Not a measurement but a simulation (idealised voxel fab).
Process module name: voxel tone inversion
This is section cut - it's 210 nm across, gridded in 5 nm square cells.
For the purposes of this document, a cross-section shall be understood as a grid of square cells, specified as bands listed in top-to-bottom order, each band consisting of one or more rows of cells.
Per band: top height and bottom height in nm, followed by the left-to-right materials and their widths in nm; "edge to edge" marks a single material spanning edge to edge, "blank" marks empty space.
Beneath 0, the wafer as received is one material, and that level is where height counting begins. The lowest band goes on downward without a bottom; it is written like "from 0 down".
It should be noted that a width expressed as "30->40" varies in equal increments from row to row of cells within the band, taking the value of the first number at the top row and that of the second number at the bottom row.
"changes: none" (step): cross-section cells unchanged, all of them.
The list in "Enclosed void listing" covers empty spaces of 8 cells or more that cannot reach the top through any open way, and it gives each as width x height at distance; the distance is from the left edge, and width, height and distance are in nm.
Text after the settings on a step's line: the simulator's own remark on that step.
A step's line can hold "overlay nm"; with a mask on that step, the setting says how far right of the planned place the mask lay, while a negative setting says it lay to the left.

[The planned process steps are enumerated hereunder]
| 1 | RECEIVE | material Si |
| 2 | CONFORMAL_DEP | material SiCN | thk nm 5 |
| 3 | DIRECTIONAL_DEP | material aC | thk nm 20 |
| 4 | PATTERN | tone cover | mask id POSTS | material resist | width nm 15 | pitch nm 45 | thk nm 30 | overlay nm 0 |
| 5 | DIRECTIONAL_ETCH | etch materials aC | depth nm 20 |
| 6 | STRIP | etch materials resist |
| 7 | FILL_DEP | material SiO2 | thk nm 5 |
| 8 | CMP | height nm 25 |
| 9 | STRIP | etch materials aC |

[Cross-section, incoming material, after step 1]
    from 0 down | Si edge to edge
    Enclosed void listing: none

[First of two wafers, end-of-module section, run followed plan]
    from 25 to 5 | 75 SiO2, then 15 blank, then 30 SiO2, then 15 blank, then 75 SiO2
    from 5 to 0 | SiCN edge to edge
    from 0 down | Si edge to edge
    Enclosed void listing: none

[Second of two wafers, module complete, sectioned: it shares the first wafer's start and plan but was run with one mistake]
    from 25 to 5 | SiO2 edge to edge
    from 5 to 0 | SiCN edge to edge
    from 0 down | Si edge to edge
    Enclosed void listing: none
Nonconformance to the process plan: not per plan at step 3, really ran DIRECTIONAL_DEP | material SiO2 | thk nm 20
End of process, cell counts, second wafer against first, materials with more or fewer: SiO2 +24
